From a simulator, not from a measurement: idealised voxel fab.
process module | voxel spacer lines
cross-section cut | 250 nm wide | cells 5 nm
A cross-section is a grid of square cells, given in bands from the top down. A band is one or more rows of cells.
Each band's line starts with the height of the band's top and of its bottom, in nm. Then come its materials from left to right, each with its width in nm. One material with "throughout" fills the band from edge to edge. "air" is empty space.
Height 0 is the level under which the wafer as received is all one material. The lowest band goes on downwards, as in "0 down".
A width such as "30 to 40" changes by the same amount from each row of cells to the next, from the band's top row to its bottom row.
"no change" after a step means that no cell of the cross-section changed.
closed voids: empty space of 8 cells or more with no open way to the top, each as width x height at its distance from the left edge, in nm
after a step's settings: what the simulator itself notes on the step
overlay nm, on a step with a mask: how far to the right of its planned place the mask lay; to the left if negative
plan
1 op RECEIVE | material Si
2 op CONFORMAL_DEP | material Al2O3 | thk nm 10
3 op DIRECTIONAL_DEP | material polySi | thk nm 15
4 op DIRECTIONAL_DEP | material aC | thk nm 30
5 op PATTERN | tone cover | mask id MANDREL | material resist | width nm 20 | pitch nm 70 | thk nm 40 | overlay nm 0
6 op DIRECTIONAL_ETCH | etch materials aC | depth nm 30
7 op STRIP | etch materials resist
8 op CONFORMAL_DEP | material SiN | thk nm 15
9 op DIRECTIONAL_ETCH | etch materials SiN | depth nm 15
10 op STRIP | etch materials aC
11 op DIRECTIONAL_ETCH | etch materials polySi | depth nm 15
12 op STRIP | etch materials SiN
13 op FILL_DEP | material SiO2 | thk nm 5
14 op CMP | height nm 25
as received, after step 1
  0 down: Si throughout
  closed voids: none
first wafer at the end, as planned
  25 to 10: SiO2 65 | polySi 15 | SiO2 20 | polySi 15 | SiO2 20 | polySi 15 | SiO2 20 | polySi 15 | SiO2 65
  10 to 0: Al2O3 throughout
  0 down: Si throughout
  closed voids: none
second wafer at the end: like start, like plan, one mistake
  25 to 10: SiO2 65 | polySi 15 | SiO2 20 | polySi 15 | SiO2 20 | polySi 15 | SiO2 20 | polySi 15 | SiO2 65
  10 to 0: aC throughout
  0 down: Si throughout
  closed voids: none
what went wrong: step 2 ran as: op CONFORMAL_DEP | material aC | thk nm 10
at the end the second wafer has, in cells: 100 fewer of Al2O3 | 100 more of aC
